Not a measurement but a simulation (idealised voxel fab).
Process module under the name voxel wiring stack
In the cross-section labelled cut, the width is 210 nm and each square cell is 5 nm.
Notation: cross-section as square-cell grid; stated in bands, top first, going down; one or more cell rows per band.
Heights first: top, then bottom, in nm. Then materials, left to right, each with a width in nm. "throughout" on a single material: fills the band edge to edge. "blank": empty space.
Height is counted from the level 0, under which the received wafer is composed throughout of one material. The lowest of the bands is not closed at the bottom but continues downward, in the notation "0 down".
Width "30 to 40": first value at the band's top row of cells, second value at its bottom row, equal change from row to row.
Step marked "remained unchanged"? Then no cell in the cross-section changed in it.
"Enclosed cavities": sealed empty spaces, 8 cells or more, no open way to top, listed width x height at distance, with distance from the left edge and width, height and distance in nm.
It should be noted that, on the line of a given step, the content following the step's settings is a remark produced by the simulator itself with respect to that step.
If you see "overlay nm" on a step's line and that step has a mask, it's telling you how far right of where it was planned the mask ended up; a negative number means it went left instead.

Set out below are the planned steps of the process:
1 RECEIVE with material Si
2 CONFORMAL_DEP with material SiO2, thk nm 15
3 CONFORMAL_DEP with material SiCN, thk nm 5
4 DIRECTIONAL_DEP with material SiO2, thk nm 25
5 PATTERN with tone open, mask id METAL_1, material resist, width nm 20, pitch nm 35, thk nm 20, overlay nm 0
6 DIRECTIONAL_ETCH with etch materials SiO2, depth nm 25
7 DIRECTIONAL_ETCH with etch materials SiCN, depth nm 5
8 STRIP with etch materials resist
9 CONFORMAL_DEP with material TiN, thk nm 5
10 FILL_DEP with material Cu, thk nm 5
11 CMP with height nm 45
12 CONFORMAL_DEP with material SiCN, thk nm 5
13 DIRECTIONAL_DEP with material SiO2, thk nm 30
14 DIRECTIONAL_DEP with material aC, thk nm 10
15 PATTERN with tone open, mask id METAL_2_HOLES, material resist, width nm 15, pitch nm 35, thk nm 25, overlay nm 0
16 DIRECTIONAL_ETCH with etch materials aC, depth nm 10
17 STRIP with etch materials resist
18 DIRECTIONAL_ETCH with etch materials SiO2, depth nm 30
19 STRIP with etch materials aC
20 DIRECTIONAL_DEP with material aC, thk nm 15
21 PATTERN with tone open, mask id METAL_2, material resist, width nm 20, pitch nm 35, thk nm 30, overlay nm 0
22 DIRECTIONAL_ETCH with etch materials aC, depth nm 15
23 STRIP with etch materials resist
24 DIRECTIONAL_ETCH with etch materials SiO2, depth nm 20
25 DIRECTIONAL_ETCH with etch materials SiCN, depth nm 5
26 STRIP with etch materials aC
27 CONFORMAL_DEP with material TiN, thk nm 5
28 FILL_DEP with material Cu, thk nm 10
29 CMP with height nm 80
30 CONFORMAL_DEP with material SiCN, thk nm 5
31 DIRECTIONAL_DEP with material SiO2, thk nm 30
32 MASKED_ETCH with tone open, mask id METAL_3_HOLES, width nm 15, pitch nm 70, etch materials SiO2, depth nm 30, overlay nm 0
33 DIRECTIONAL_DEP with material aC, thk nm 15
34 PATTERN with tone open, mask id METAL_3, material resist, width nm 20, pitch nm 35, thk nm 35, overlay nm 0
35 DIRECTIONAL_ETCH with etch materials aC, depth nm 15
36 STRIP with etch materials resist
37 DIRECTIONAL_ETCH with etch materials SiO2, depth nm 20
38 DIRECTIONAL_ETCH with etch materials SiCN, depth nm 5
39 STRIP with etch materials aC
40 CONFORMAL_DEP with material TiN, thk nm 5
41 FILL_DEP with material Cu, thk nm 5
42 CMP with height nm 115
43 CONFORMAL_DEP with material SiCN, thk nm 5

Run as planned: first of two wafers:

The cross-section here shows the wafer as received, i.e. in its state after step 1:
* 0 down | Si throughout
* Enclosed cavities: none

Step 2 complete: cross-section through the wafer:
* 15 to 0 | SiO2 throughout
* Below 0 it's all the same as before, nothing changed down there.

Step 3 complete: cross-section through the wafer:
* 20 to 15 | SiCN throughout
* Below 15 it's all the same as before, nothing changed down there.

Step 4 complete: cross-section through the wafer:
* 45 to 20 | SiO2 throughout
* Below 20 it's all the same as before, nothing changed down there.

Step 5 complete: cross-section through the wafer:
* 65 to 45 | resist=40, blank=20, resist=15, blank=20, resist=15, blank=20, resist=15, blank=20, resist=45
* Below 45 it's all the same as before, nothing changed down there.

Step 6 complete: cross-section through the wafer:
* 65 to 45 | resist=40, blank=20, resist=15, blank=20, resist=15, blank=20, resist=15, blank=20, resist=45
* 45 to 20 | SiO2=40, blank=20, SiO2=15, blank=20, SiO2=15, blank=20, SiO2=15, blank=20, SiO2=45
* Below 20 it's all the same as before, nothing changed down there.

Step 7 complete: cross-section through the wafer:
* 65 to 45 | resist=40, blank=20, resist=15, blank=20, resist=15, blank=20, resist=15, blank=20, resist=45
* 45 to 20 | SiO2=40, blank=20, SiO2=15, blank=20, SiO2=15, blank=20, SiO2=15, blank=20, SiO2=45
* 20 to 15 | SiCN=40, blank=20, SiCN=15, blank=20, SiCN=15, blank=20, SiCN=15, blank=20, SiCN=45
* Below 15 it's all the same as before, nothing changed down there.

Step 8 complete: cross-section through the wafer:
* 45 to 20 | SiO2=40, blank=20, SiO2=15, blank=20, SiO2=15, blank=20, SiO2=15, blank=20, SiO2=45
* Below 20 it's all the same as before, nothing changed down there.

Step 9 complete: cross-section through the wafer:
* 50 to 45 | TiN=45, blank=10, TiN=25, blank=10, TiN=25, blank=10, TiN=25, blank=10, TiN=50
* 45 to 20 | SiO2=40, TiN=5, blank=10, TiN=5, SiO2=15, TiN=5, blank=10, TiN=5, SiO2=15, TiN=5, blank=10, TiN=5, SiO2=15, TiN=5, blank=10, TiN=5, SiO2=45
* 20 to 15 | SiCN=40, TiN=20, SiCN=15, TiN=20, SiCN=15, TiN=20, SiCN=15, TiN=20, SiCN=45
* Below 15 it's all the same as before, nothing changed down there.

Step 10 complete: cross-section through the wafer:
* 55 to 50 | Cu throughout
* 50 to 45 | TiN=45, Cu=10, TiN=25, Cu=10, TiN=25, Cu=10, TiN=25, Cu=10, TiN=50
* 45 to 20 | SiO2=40, TiN=5, Cu=10, TiN=5, SiO2=15, TiN=5, Cu=10, TiN=5, SiO2=15, TiN=5, Cu=10, TiN=5, SiO2=15, TiN=5, Cu=10, TiN=5, SiO2=45
* Below 20 it's all the same as before, nothing changed down there.

Step 11 complete: cross-section through the wafer:
* 45 to 20 | SiO2=40, TiN=5, Cu=10, TiN=5, SiO2=15, TiN=5, Cu=10, TiN=5, SiO2=15, TiN=5, Cu=10, TiN=5, SiO2=15, TiN=5, Cu=10, TiN=5, SiO2=45
* Below 20 it's all the same as before, nothing changed down there.

Step 12 complete: cross-section through the wafer:
* 50 to 45 | SiCN throughout
* Below 45 it's all the same as before, nothing changed down there.

Step 13 complete: cross-section through the wafer:
* 80 to 50 | SiO2 throughout
* Below 50 it's all the same as before, nothing changed down there.

Step 14 complete: cross-section through the wafer:
* 90 to 80 | aC throughout
* Below 80 it's all the same as before, nothing changed down there.

Step 15 complete: cross-section through the wafer:
* 115 to 90 | resist=40, blank=15, resist=20, blank=15, resist=20, blank=15, resist=20, blank=15, resist=50
* Below 90 it's all the same as before, nothing changed down there.

Step 16 complete: cross-section through the wafer:
* 105 to 90 | resist=40, blank=15, resist=20, blank=15, resist=20, blank=15, resist=20, blank=15, resist=50
* 90 to 80 | aC=40, blank=15, aC=20, blank=15, aC=20, blank=15, aC=20, blank=15, aC=50
* Below 80 it's all the same as before, nothing changed down there.

Step 17 complete: cross-section through the wafer:
* 90 to 80 | aC=40, blank=15, aC=20, blank=15, aC=20, blank=15, aC=20, blank=15, aC=50
* Below 80 it's all the same as before, nothing changed down there.

Step 18 complete: cross-section through the wafer:
* 90 to 80 | aC=40, blank=15, aC=20, blank=15, aC=20, blank=15, aC=20, blank=15, aC=50
* 80 to 50 | SiO2=40, blank=15, SiO2=20, blank=15, SiO2=20, blank=15, SiO2=20, blank=15, SiO2=50
* Below 50 it's all the same as before, nothing changed down there.

Step 19 complete: cross-section through the wafer:
* 80 to 50 | SiO2=40, blank=15, SiO2=20, blank=15, SiO2=20, blank=15, SiO2=20, blank=15, SiO2=50
* Below 50 it's all the same as before, nothing changed down there.

Step 20 complete: cross-section through the wafer:
* 95 to 80 | aC=40, blank=15, aC=20, blank=15, aC=20, blank=15, aC=20, blank=15, aC=50
* 80 to 65 | SiO2=40, blank=15, SiO2=20, blank=15, SiO2=20, blank=15, SiO2=20, blank=15, SiO2=50
* 65 to 50 | SiO2=40, aC=15, SiO2=20, aC=15, SiO2=20, aC=15, SiO2=20, aC=15, SiO2=50
* Below 50 it's all the same as before, nothing changed down there.

Step 21 complete: cross-section through the wafer:
* 125 to 95 | resist=40, blank=20, resist=15, blank=20, resist=15, blank=20, resist=15, blank=20, resist=45
* Below 95 it's all the same as before, nothing changed down there.

Step 22 complete: cross-section through the wafer:
* 110 to 95 | resist=40, blank=20, resist=15, blank=20, resist=15, blank=20, resist=15, blank=20, resist=45
* 95 to 80 | aC=40, blank=20, aC=15, blank=20, aC=15, blank=20, aC=15, blank=20, aC=45
* 80 to 50 | SiO2=40, blank=15, SiO2=20, blank=15, SiO2=20, blank=15, SiO2=20, blank=15, SiO2=50
* Below 50 it's all the same as before, nothing changed down there.

Step 23 complete: cross-section through the wafer:
* 95 to 80 | aC=40, blank=20, aC=15, blank=20, aC=15, blank=20, aC=15, blank=20, aC=45
* Below 80 it's all the same as before, nothing changed down there.

Step 24 complete: cross-section through the wafer:
* 95 to 80 | aC=40, blank=20, aC=15, blank=20, aC=15, blank=20, aC=15, blank=20, aC=45
* 80 to 60 | SiO2=40, blank=20, SiO2=15, blank=20, SiO2=15, blank=20, SiO2=15, blank=20, SiO2=45
* Below 60 it's all the same as before, nothing changed down there.

Step 25 complete: cross-section through the wafer:
* 95 to 80 | aC=40, blank=20, aC=15, blank=20, aC=15, blank=20, aC=15, blank=20, aC=45
* 80 to 60 | SiO2=40, blank=20, SiO2=15, blank=20, SiO2=15, blank=20, SiO2=15, blank=20, SiO2=45
* 60 to 50 | SiO2=40, blank=15, SiO2=20, blank=15, SiO2=20, blank=15, SiO2=20, blank=15, SiO2=50
* 50 to 45 | SiCN=40, blank=15, SiCN=20, blank=15, SiCN=20, blank=15, SiCN=20, blank=15, SiCN=50
* Below 45 it's all the same as before, nothing changed down there.

Step 26 complete: cross-section through the wafer:
* 80 to 60 | SiO2=40, blank=20, SiO2=15, blank=20, SiO2=15, blank=20, SiO2=15, blank=20, SiO2=45
* Below 60 it's all the same as before, nothing changed down there.

Step 27 complete: cross-section through the wafer:
* 85 to 80 | TiN=45, blank=10, TiN=25, blank=10, TiN=25, blank=10, TiN=25, blank=10, TiN=50
* 80 to 65 | SiO2=40, TiN=5, blank=10, TiN=5, SiO2=15, TiN=5, blank=10, TiN=5, SiO2=15, TiN=5, blank=10, TiN=5, SiO2=15, TiN=5, blank=10, TiN=5, SiO2=45
* 65 to 60 | SiO2=40, TiN=5, blank=5, TiN=10, SiO2=15, TiN=5, blank=5, TiN=10, SiO2=15, TiN=5, blank=5, TiN=10, SiO2=15, TiN=5, blank=5, TiN=10, SiO2=45
* 60 to 50 | SiO2=40, TiN=5, blank=5, TiN=5, SiO2=20, TiN=5, blank=5, TiN=5, SiO2=20, TiN=5, blank=5, TiN=5, SiO2=20, TiN=5, blank=5, TiN=5, SiO2=50
* 50 to 45 | SiCN=40, TiN=15, SiCN=20, TiN=15, SiCN=20, TiN=15, SiCN=20, TiN=15, SiCN=50
* Below 45 it's all the same as before, nothing changed down there.

Step 28 complete: cross-section through the wafer:
* 95 to 85 | Cu throughout
* 85 to 80 | TiN=45, Cu=10, TiN=25, Cu=10, TiN=25, Cu=10, TiN=25, Cu=10, TiN=50
* 80 to 65 | SiO2=40, TiN=5, Cu=10, TiN=5, SiO2=15, TiN=5, Cu=10, TiN=5, SiO2=15, TiN=5, Cu=10, TiN=5, SiO2=15, TiN=5, Cu=10, TiN=5, SiO2=45
* 65 to 60 | SiO2=40, TiN=5, Cu=5, TiN=10, SiO2=15, TiN=5, Cu=5, TiN=10, SiO2=15, TiN=5, Cu=5, TiN=10, SiO2=15, TiN=5, Cu=5, TiN=10, SiO2=45
* 60 to 50 | SiO2=40, TiN=5, Cu=5, TiN=5, SiO2=20, TiN=5, Cu=5, TiN=5, SiO2=20, TiN=5, Cu=5, TiN=5, SiO2=20, TiN=5, Cu=5, TiN=5, SiO2=50
* Below 50 it's all the same as before, nothing changed down there.

Step 29 complete: cross-section through the wafer:
* 80 to 65 | SiO2=40, TiN=5, Cu=10, TiN=5, SiO2=15, TiN=5, Cu=10, TiN=5, SiO2=15, TiN=5, Cu=10, TiN=5, SiO2=15, TiN=5, Cu=10, TiN=5, SiO2=45
* Below 65 it's all the same as before, nothing changed down there.

Step 30 complete: cross-section through the wafer:
* 85 to 80 | SiCN throughout
* Below 80 it's all the same as before, nothing changed down there.

Step 31 complete: cross-section through the wafer:
* 115 to 85 | SiO2 throughout
* Below 85 it's all the same as before, nothing changed down there.

Step 32 complete: cross-section through the wafer:
* 115 to 85 | SiO2=40, blank=15, SiO2=55, blank=15, SiO2=85
* Below 85 it's all the same as before, nothing changed down there.

Step 33 complete: cross-section through the wafer:
* 130 to 115 | aC=40, blank=15, aC=55, blank=15, aC=85
* 115 to 100 | SiO2=40, blank=15, SiO2=55, blank=15, SiO2=85
* 100 to 85 | SiO2=40, aC=15, SiO2=55, aC=15, SiO2=85
* Below 85 it's all the same as before, nothing changed down there.

Step 34 complete: cross-section through the wafer:
* 165 to 130 | resist=40, blank=20, resist=15, blank=20, resist=15, blank=20, resist=15, blank=20, resist=45
* Below 130 it's all the same as before, nothing changed down there.

Step 35 complete: cross-section through the wafer:
* 150 to 130 | resist=40, blank=20, resist=15, blank=20, resist=15, blank=20, resist=15, blank=20, resist=45
* 130 to 115 | aC=40, blank=20, aC=15, blank=20, aC=15, blank=20, aC=15, blank=20, aC=45
* 115 to 85 | SiO2=40, blank=15, SiO2=55, blank=15, SiO2=85
* Below 85 it's all the same as before, nothing changed down there.

Step 36 complete: cross-section through the wafer:
* 130 to 115 | aC=40, blank=20, aC=15, blank=20, aC=15, blank=20, aC=15, blank=20, aC=45
* Below 115 it's all the same as before, nothing changed down there.

Step 37 complete: cross-section through the wafer:
* 130 to 115 | aC=40, blank=20, aC=15, blank=20, aC=15, blank=20, aC=15, blank=20, aC=45
* 115 to 95 | SiO2=40, blank=20, SiO2=15, blank=20, SiO2=15, blank=20, SiO2=15, blank=20, SiO2=45
* Below 95 it's all the same as before, nothing changed down there.

Step 38 complete: cross-section through the wafer:
* 130 to 115 | aC=40, blank=20, aC=15, blank=20, aC=15, blank=20, aC=15, blank=20, aC=45
* 115 to 95 | SiO2=40, blank=20, SiO2=15, blank=20, SiO2=15, blank=20, SiO2=15, blank=20, SiO2=45
* 95 to 85 | SiO2=40, blank=15, SiO2=55, blank=15, SiO2=85
* 85 to 80 | SiCN=40, blank=15, SiCN=55, blank=15, SiCN=85
* Below 80 it's all the same as before, nothing changed down there.

Step 39 complete: cross-section through the wafer:
* 115 to 95 | SiO2=40, blank=20, SiO2=15, blank=20, SiO2=15, blank=20, SiO2=15, blank=20, SiO2=45
* Below 95 it's all the same as before, nothing changed down there.

Step 40 complete: cross-section through the wafer:
* 120 to 115 | TiN=45, blank=10, TiN=25, blank=10, TiN=25, blank=10, TiN=25, blank=10, TiN=50
* 115 to 100 | SiO2=40, TiN=5, blank=10, TiN=5, SiO2=15, TiN=5, blank=10, TiN=5, SiO2=15, TiN=5, blank=10, TiN=5, SiO2=15, TiN=5, blank=10, TiN=5, SiO2=45
* 100 to 95 | SiO2=40, TiN=5, blank=5, TiN=10, SiO2=15, TiN=20, SiO2=15, TiN=5, blank=5, TiN=10, SiO2=15, TiN=20, SiO2=45
* 95 to 85 | SiO2=40, TiN=5, blank=5, TiN=5, SiO2=55, TiN=5, blank=5, TiN=5, SiO2=85
* 85 to 80 | SiCN=40, TiN=15, SiCN=55, TiN=15, SiCN=85
* Below 80 it's all the same as before, nothing changed down there.

Step 41 complete: cross-section through the wafer:
* 125 to 120 | Cu throughout
* 120 to 115 | TiN=45, Cu=10, TiN=25, Cu=10, TiN=25, Cu=10, TiN=25, Cu=10, TiN=50
* 115 to 100 | SiO2=40, TiN=5, Cu=10, TiN=5, SiO2=15, TiN=5, Cu=10, TiN=5, SiO2=15, TiN=5, Cu=10, TiN=5, SiO2=15, TiN=5, Cu=10, TiN=5, SiO2=45
* 100 to 95 | SiO2=40, TiN=5, Cu=5, TiN=10, SiO2=15, TiN=20, SiO2=15, TiN=5, Cu=5, TiN=10, SiO2=15, TiN=20, SiO2=45
* 95 to 85 | SiO2=40, TiN=5, Cu=5, TiN=5, SiO2=55, TiN=5, Cu=5, TiN=5, SiO2=85
* Below 85 it's all the same as before, nothing changed down there.

Step 42 complete: cross-section through the wafer:
* 115 to 100 | SiO2=40, TiN=5, Cu=10, TiN=5, SiO2=15, TiN=5, Cu=10, TiN=5, SiO2=15, TiN=5, Cu=10, TiN=5, SiO2=15, TiN=5, Cu=10, TiN=5, SiO2=45
* Below 100 it's all the same as before, nothing changed down there.

Step 43 complete: cross-section through the wafer:
* 120 to 115 | SiCN throughout
* Below 115 it's all the same as before, nothing changed down there.

Notes, second wafer: start = first wafer's, plan = first wafer's, execution had one mistake; history identical to first through step 2:

Second wafer: cross-section at the scheduled end of step 3: remained unchanged

Second wafer: cross-section at the scheduled end of step 4:
* 40 to 0 | SiO2 throughout
* Below 0 it's all the same as before, nothing changed down there.

Second wafer: cross-section at the scheduled end of step 5:
* 60 to 40 | resist=40, blank=20, resist=15, blank=20, resist=15, blank=20, resist=15, blank=20, resist=45
* Below 40 it's all the same as before, nothing changed down there.

Second wafer: cross-section at the scheduled end of step 6:
* 60 to 40 | resist=40, blank=20, resist=15, blank=20, resist=15, blank=20, resist=15, blank=20, resist=45
* 40 to 15 | SiO2=40, blank=20, SiO2=15, blank=20, SiO2=15, blank=20, SiO2=15, blank=20, SiO2=45
* Below 15 it's all the same as before, nothing changed down there.

Second wafer: cross-section at the scheduled end of step 7: remained unchanged

Second wafer: cross-section at the scheduled end of step 8:
* 40 to 15 | SiO2=40, blank=20, SiO2=15, blank=20, SiO2=15, blank=20, SiO2=15, blank=20, SiO2=45
* Below 15 it's all the same as before, nothing changed down there.

Second wafer: cross-section at the scheduled end of step 9:
* 45 to 40 | TiN=45, blank=10, TiN=25, blank=10, TiN=25, blank=10, TiN=25, blank=10, TiN=50
* 40 to 20 | SiO2=40, TiN=5, blank=10, TiN=5, SiO2=15, TiN=5, blank=10, TiN=5, SiO2=15, TiN=5, blank=10, TiN=5, SiO2=15, TiN=5, blank=10, TiN=5, SiO2=45
* 20 to 15 | SiO2=40, TiN=20, SiO2=15, TiN=20, SiO2=15, TiN=20, SiO2=15, TiN=20, SiO2=45
* Below 15 it's all the same as before, nothing changed down there.

Second wafer: cross-section at the scheduled end of step 10:
* 50 to 45 | Cu throughout
* 45 to 40 | TiN=45, Cu=10, TiN=25, Cu=10, TiN=25, Cu=10, TiN=25, Cu=10, TiN=50
* 40 to 20 | SiO2=40, TiN=5, Cu=10, TiN=5, SiO2=15, TiN=5, Cu=10, TiN=5, SiO2=15, TiN=5, Cu=10, TiN=5, SiO2=15, TiN=5, Cu=10, TiN=5, SiO2=45
* Below 20 it's all the same as before, nothing changed down there.

Second wafer: cross-section at the scheduled end of step 11:
* 45 to 40 | TiN=45, Cu=10, TiN=25, Cu=10, TiN=25, Cu=10, TiN=25, Cu=10, TiN=50
* Below 40 it's all the same as before, nothing changed down there.

Second wafer: cross-section at the scheduled end of step 12:
* 50 to 45 | SiCN throughout
* Below 45 it's all the same as before, nothing changed down there.

Second wafer: cross-section at the scheduled end of step 13:
* 80 to 50 | SiO2 throughout
* Below 50 it's all the same as before, nothing changed down there.

Second wafer: cross-section at the scheduled end of step 14:
* 90 to 80 | aC throughout
* Below 80 it's all the same as before, nothing changed down there.

Second wafer: cross-section at the scheduled end of step 15:
* 115 to 90 | resist=40, blank=15, resist=20, blank=15, resist=20, blank=15, resist=20, blank=15, resist=50
* Below 90 it's all the same as before, nothing changed down there.

Second wafer: cross-section at the scheduled end of step 16:
* 105 to 90 | resist=40, blank=15, resist=20, blank=15, resist=20, blank=15, resist=20, blank=15, resist=50
* 90 to 80 | aC=40, blank=15, aC=20, blank=15, aC=20, blank=15, aC=20, blank=15, aC=50
* Below 80 it's all the same as before, nothing changed down there.

Second wafer: cross-section at the scheduled end of step 17:
* 90 to 80 | aC=40, blank=15, aC=20, blank=15, aC=20, blank=15, aC=20, blank=15, aC=50
* Below 80 it's all the same as before, nothing changed down there.

Second wafer: cross-section at the scheduled end of step 18:
* 90 to 80 | aC=40, blank=15, aC=20, blank=15, aC=20, blank=15, aC=20, blank=15, aC=50
* 80 to 50 | SiO2=40, blank=15, SiO2=20, blank=15, SiO2=20, blank=15, SiO2=20, blank=15, SiO2=50
* Below 50 it's all the same as before, nothing changed down there.

Second wafer: cross-section at the scheduled end of step 19:
* 80 to 50 | SiO2=40, blank=15, SiO2=20, blank=15, SiO2=20, blank=15, SiO2=20, blank=15, SiO2=50
* Below 50 it's all the same as before, nothing changed down there.

Second wafer: cross-section at the scheduled end of step 20:
* 95 to 80 | aC=40, blank=15, aC=20, blank=15, aC=20, blank=15, aC=20, blank=15, aC=50
* 80 to 65 | SiO2=40, blank=15, SiO2=20, blank=15, SiO2=20, blank=15, SiO2=20, blank=15, SiO2=50
* 65 to 50 | SiO2=40, aC=15, SiO2=20, aC=15, SiO2=20, aC=15, SiO2=20, aC=15, SiO2=50
* Below 50 it's all the same as before, nothing changed down there.

Second wafer: cross-section at the scheduled end of step 21:
* 125 to 95 | resist=40, blank=20, resist=15, blank=20, resist=15, blank=20, resist=15, blank=20, resist=45
* Below 95 it's all the same as before, nothing changed down there.

Second wafer: cross-section at the scheduled end of step 22:
* 110 to 95 | resist=40, blank=20, resist=15, blank=20, resist=15, blank=20, resist=15, blank=20, resist=45
* 95 to 80 | aC=40, blank=20, aC=15, blank=20, aC=15, blank=20, aC=15, blank=20, aC=45
* 80 to 50 | SiO2=40, blank=15, SiO2=20, blank=15, SiO2=20, blank=15, SiO2=20, blank=15, SiO2=50
* Below 50 it's all the same as before, nothing changed down there.

Second wafer: cross-section at the scheduled end of step 23:
* 95 to 80 | aC=40, blank=20, aC=15, blank=20, aC=15, blank=20, aC=15, blank=20, aC=45
* Below 80 it's all the same as before, nothing changed down there.

Second wafer: cross-section at the scheduled end of step 24:
* 95 to 80 | aC=40, blank=20, aC=15, blank=20, aC=15, blank=20, aC=15, blank=20, aC=45
* 80 to 60 | SiO2=40, blank=20, SiO2=15, blank=20, SiO2=15, blank=20, SiO2=15, blank=20, SiO2=45
* Below 60 it's all the same as before, nothing changed down there.

Second wafer: cross-section at the scheduled end of step 25:
* 95 to 80 | aC=40, blank=20, aC=15, blank=20, aC=15, blank=20, aC=15, blank=20, aC=45
* 80 to 60 | SiO2=40, blank=20, SiO2=15, blank=20, SiO2=15, blank=20, SiO2=15, blank=20, SiO2=45
* 60 to 50 | SiO2=40, blank=15, SiO2=20, blank=15, SiO2=20, blank=15, SiO2=20, blank=15, SiO2=50
* 50 to 45 | SiCN=40, blank=15, SiCN=20, blank=15, SiCN=20, blank=15, SiCN=20, blank=15, SiCN=50
* Below 45 it's all the same as before, nothing changed down there.

Second wafer: cross-section at the scheduled end of step 26:
* 80 to 60 | SiO2=40, blank=20, SiO2=15, blank=20, SiO2=15, blank=20, SiO2=15, blank=20, SiO2=45
* Below 60 it's all the same as before, nothing changed down there.

Second wafer: cross-section at the scheduled end of step 27:
* 85 to 80 | TiN=45, blank=10, TiN=25, blank=10, TiN=25, blank=10, TiN=25, blank=10, TiN=50
* 80 to 65 | SiO2=40, TiN=5, blank=10, TiN=5, SiO2=15, TiN=5, blank=10, TiN=5, SiO2=15, TiN=5, blank=10, TiN=5, SiO2=15, TiN=5, blank=10, TiN=5, SiO2=45
* 65 to 60 | SiO2=40, TiN=5, blank=5, TiN=10, SiO2=15, TiN=5, blank=5, TiN=10, SiO2=15, TiN=5, blank=5, TiN=10, SiO2=15, TiN=5, blank=5, TiN=10, SiO2=45
* 60 to 50 | SiO2=40, TiN=5, blank=5, TiN=5, SiO2=20, TiN=5, blank=5, TiN=5, SiO2=20, TiN=5, blank=5, TiN=5, SiO2=20, TiN=5, blank=5, TiN=5, SiO2=50
* 50 to 45 | SiCN=40, TiN=15, SiCN=20, TiN=15, SiCN=20, TiN=15, SiCN=20, TiN=15, SiCN=50
* Below 45 it's all the same as before, nothing changed down there.

Second wafer: cross-section at the scheduled end of step 28:
* 95 to 85 | Cu throughout
* 85 to 80 | TiN=45, Cu=10, TiN=25, Cu=10, TiN=25, Cu=10, TiN=25, Cu=10, TiN=50
* 80 to 65 | SiO2=40, TiN=5, Cu=10, TiN=5, SiO2=15, TiN=5, Cu=10, TiN=5, SiO2=15, TiN=5, Cu=10, TiN=5, SiO2=15, TiN=5, Cu=10, TiN=5, SiO2=45
* 65 to 60 | SiO2=40, TiN=5, Cu=5, TiN=10, SiO2=15, TiN=5, Cu=5, TiN=10, SiO2=15, TiN=5, Cu=5, TiN=10, SiO2=15, TiN=5, Cu=5, TiN=10, SiO2=45
* 60 to 50 | SiO2=40, TiN=5, Cu=5, TiN=5, SiO2=20, TiN=5, Cu=5, TiN=5, SiO2=20, TiN=5, Cu=5, TiN=5, SiO2=20, TiN=5, Cu=5, TiN=5, SiO2=50
* Below 50 it's all the same as before, nothing changed down there.

Second wafer: cross-section at the scheduled end of step 29:
* 80 to 65 | SiO2=40, TiN=5, Cu=10, TiN=5, SiO2=15, TiN=5, Cu=10, TiN=5, SiO2=15, TiN=5, Cu=10, TiN=5, SiO2=15, TiN=5, Cu=10, TiN=5, SiO2=45
* Below 65 it's all the same as before, nothing changed down there.

Second wafer: cross-section at the scheduled end of step 30:
* 85 to 80 | SiCN throughout
* Below 80 it's all the same as before, nothing changed down there.

Second wafer: cross-section at the scheduled end of step 31:
* 115 to 85 | SiO2 throughout
* Below 85 it's all the same as before, nothing changed down there.

Second wafer: cross-section at the scheduled end of step 32:
* 115 to 85 | SiO2=40, blank=15, SiO2=55, blank=15, SiO2=85
* Below 85 it's all the same as before, nothing changed down there.

Second wafer: cross-section at the scheduled end of step 33:
* 130 to 115 | aC=40, blank=15, aC=55, blank=15, aC=85
* 115 to 100 | SiO2=40, blank=15, SiO2=55, blank=15, SiO2=85
* 100 to 85 | SiO2=40, aC=15, SiO2=55, aC=15, SiO2=85
* Below 85 it's all the same as before, nothing changed down there.

Second wafer: cross-section at the scheduled end of step 34:
* 165 to 130 | resist=40, blank=20, resist=15, blank=20, resist=15, blank=20, resist=15, blank=20, resist=45
* Below 130 it's all the same as before, nothing changed down there.

Second wafer: cross-section at the scheduled end of step 35:
* 150 to 130 | resist=40, blank=20, resist=15, blank=20, resist=15, blank=20, resist=15, blank=20, resist=45
* 130 to 115 | aC=40, blank=20, aC=15, blank=20, aC=15, blank=20, aC=15, blank=20, aC=45
* 115 to 85 | SiO2=40, blank=15, SiO2=55, blank=15, SiO2=85
* Below 85 it's all the same as before, nothing changed down there.

Second wafer: cross-section at the scheduled end of step 36:
* 130 to 115 | aC=40, blank=20, aC=15, blank=20, aC=15, blank=20, aC=15, blank=20, aC=45
* Below 115 it's all the same as before, nothing changed down there.

Second wafer: cross-section at the scheduled end of step 37:
* 130 to 115 | aC=40, blank=20, aC=15, blank=20, aC=15, blank=20, aC=15, blank=20, aC=45
* 115 to 95 | SiO2=40, blank=20, SiO2=15, blank=20, SiO2=15, blank=20, SiO2=15, blank=20, SiO2=45
* Below 95 it's all the same as before, nothing changed down there.

Second wafer: cross-section at the scheduled end of step 38:
* 130 to 115 | aC=40, blank=20, aC=15, blank=20, aC=15, blank=20, aC=15, blank=20, aC=45
* 115 to 95 | SiO2=40, blank=20, SiO2=15, blank=20, SiO2=15, blank=20, SiO2=15, blank=20, SiO2=45
* 95 to 85 | SiO2=40, blank=15, SiO2=55, blank=15, SiO2=85
* 85 to 80 | SiCN=40, blank=15, SiCN=55, blank=15, SiCN=85
* Below 80 it's all the same as before, nothing changed down there.

Second wafer: cross-section at the scheduled end of step 39:
* 115 to 95 | SiO2=40, blank=20, SiO2=15, blank=20, SiO2=15, blank=20, SiO2=15, blank=20, SiO2=45
* Below 95 it's all the same as before, nothing changed down there.

Second wafer: cross-section at the scheduled end of step 40:
* 120 to 115 | TiN=45, blank=10, TiN=25, blank=10, TiN=25, blank=10, TiN=25, blank=10, TiN=50
* 115 to 100 | SiO2=40, TiN=5, blank=10, TiN=5, SiO2=15, TiN=5, blank=10, TiN=5, SiO2=15, TiN=5, blank=10, TiN=5, SiO2=15, TiN=5, blank=10, TiN=5, SiO2=45
* 100 to 95 | SiO2=40, TiN=5, blank=5, TiN=10, SiO2=15, TiN=20, SiO2=15, TiN=5, blank=5, TiN=10, SiO2=15, TiN=20, SiO2=45
* 95 to 85 | SiO2=40, TiN=5, blank=5, TiN=5, SiO2=55, TiN=5, blank=5, TiN=5, SiO2=85
* 85 to 80 | SiCN=40, TiN=15, SiCN=55, TiN=15, SiCN=85
* Below 80 it's all the same as before, nothing changed down there.

Second wafer: cross-section at the scheduled end of step 41:
* 125 to 120 | Cu throughout
* 120 to 115 | TiN=45, Cu=10, TiN=25, Cu=10, TiN=25, Cu=10, TiN=25, Cu=10, TiN=50
* 115 to 100 | SiO2=40, TiN=5, Cu=10, TiN=5, SiO2=15, TiN=5, Cu=10, TiN=5, SiO2=15, TiN=5, Cu=10, TiN=5, SiO2=15, TiN=5, Cu=10, TiN=5, SiO2=45
* 100 to 95 | SiO2=40, TiN=5, Cu=5, TiN=10, SiO2=15, TiN=20, SiO2=15, TiN=5, Cu=5, TiN=10, SiO2=15, TiN=20, SiO2=45
* 95 to 85 | SiO2=40, TiN=5, Cu=5, TiN=5, SiO2=55, TiN=5, Cu=5, TiN=5, SiO2=85
* Below 85 it's all the same as before, nothing changed down there.

Second wafer: cross-section at the scheduled end of step 42:
* 115 to 100 | SiO2=40, TiN=5, Cu=10, TiN=5, SiO2=15, TiN=5, Cu=10, TiN=5, SiO2=15, TiN=5, Cu=10, TiN=5, SiO2=15, TiN=5, Cu=10, TiN=5, SiO2=45
* Below 100 it's all the same as before, nothing changed down there.

Second wafer: cross-section at the scheduled end of step 43:
* 120 to 115 | SiCN throughout
* Below 115 it's all the same as before, nothing changed down there.
what went wrong: heads up, step 3 of the plan was skipped and never actually ran
It is noted that, at the conclusion of processing, the second wafer exhibits a higher or lower cell count for certain materials relative to the first: 26 fewer of SiCN; 26 more of TiN
